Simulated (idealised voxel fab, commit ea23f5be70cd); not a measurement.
process module | voxel tone inversion
cross-section cut | 290 nm wide | cells 5 nm
A cross-section is a grid of square cells, given in bands from the top down. A band is one or more rows of cells.
Each band's line starts with the height of the band's top and of its bottom, in nm. Then come its materials from left to right, each with its width in nm. One material with "throughout" fills the band from edge to edge. "air" is empty space.
Height 0 is the level under which the wafer as received is all one material. The lowest band goes on downwards, as in "0 down".
A width such as "30 to 40" changes by the same amount from each row of cells to the next, from the band's top row to its bottom row.
"no change" after a step means that no cell of the cross-section changed.
closed voids: empty space of 8 cells or more with no open way to the top, each as width x height at its distance from the left edge, in nm
after a step's settings: what the simulator itself notes on the step
overlay nm, on a step with a mask: how far to the right of its planned place the mask lay; to the left if negative
plan
1 op RECEIVE | material Si
2 op CONFORMAL_DEP | material SiCN | thk nm 10
3 op DIRECTIONAL_DEP | material aC | thk nm 25
4 op PATTERN | tone cover | mask id POSTS | material resist | width nm 20 | pitch nm 35 | thk nm 30 | overlay nm 0
5 op DIRECTIONAL_ETCH | etch materials aC | depth nm 25
6 op STRIP | etch materials resist
7 op FILL_DEP | material SiO2 | thk nm 10
8 op CMP | height nm 35
9 op STRIP | etch materials aC
10 op CONFORMAL_DEP | material TiN | thk nm 5
11 op FILL_DEP | material Cu | thk nm 5
12 op CMP | height nm 35
13 op CONFORMAL_DEP | material SiN | thk nm 5
as received, after step 1
  0 down: Si throughout
  closed voids: none
first wafer at the end, as planned
  40 to 35: SiN throughout
  35 to 15: SiO2 100 | TiN 5 | Cu 10 | TiN 5 | SiO2 15 | TiN 5 | Cu 10 | TiN 5 | SiO2 15 | TiN 5 | Cu 10 | TiN 5 | SiO2 100
  15 to 10: SiO2 100 | TiN 20 | SiO2 15 | TiN 20 | SiO2 15 | TiN 20 | SiO2 100
  10 to 0: SiCN throughout
  0 down: Si throughout
  closed voids: none
second wafer at the end: like start, like plan, one mistake
  40 to 35: SiN throughout
  35 to 20: SiO2 100 | TiN 5 | Cu 10 | TiN 5 | SiO2 15 | TiN 5 | Cu 10 | TiN 5 | SiO2 15 | TiN 5 | Cu 10 | TiN 5 | SiO2 100
  20 to 15: SiO2 100 | TiN 20 | SiO2 15 | TiN 20 | SiO2 15 | TiN 20 | SiO2 100
  15 to 0: SiCN throughout
  0 down: Si throughout
  closed voids: none
what went wrong: step 2 ran as: op CONFORMAL_DEP | material SiCN | thk nm 15
at the end the second wafer has, in cells: 6 fewer of Cu | 58 more of SiCN | 46 fewer of SiO2 | 6 fewer of TiN
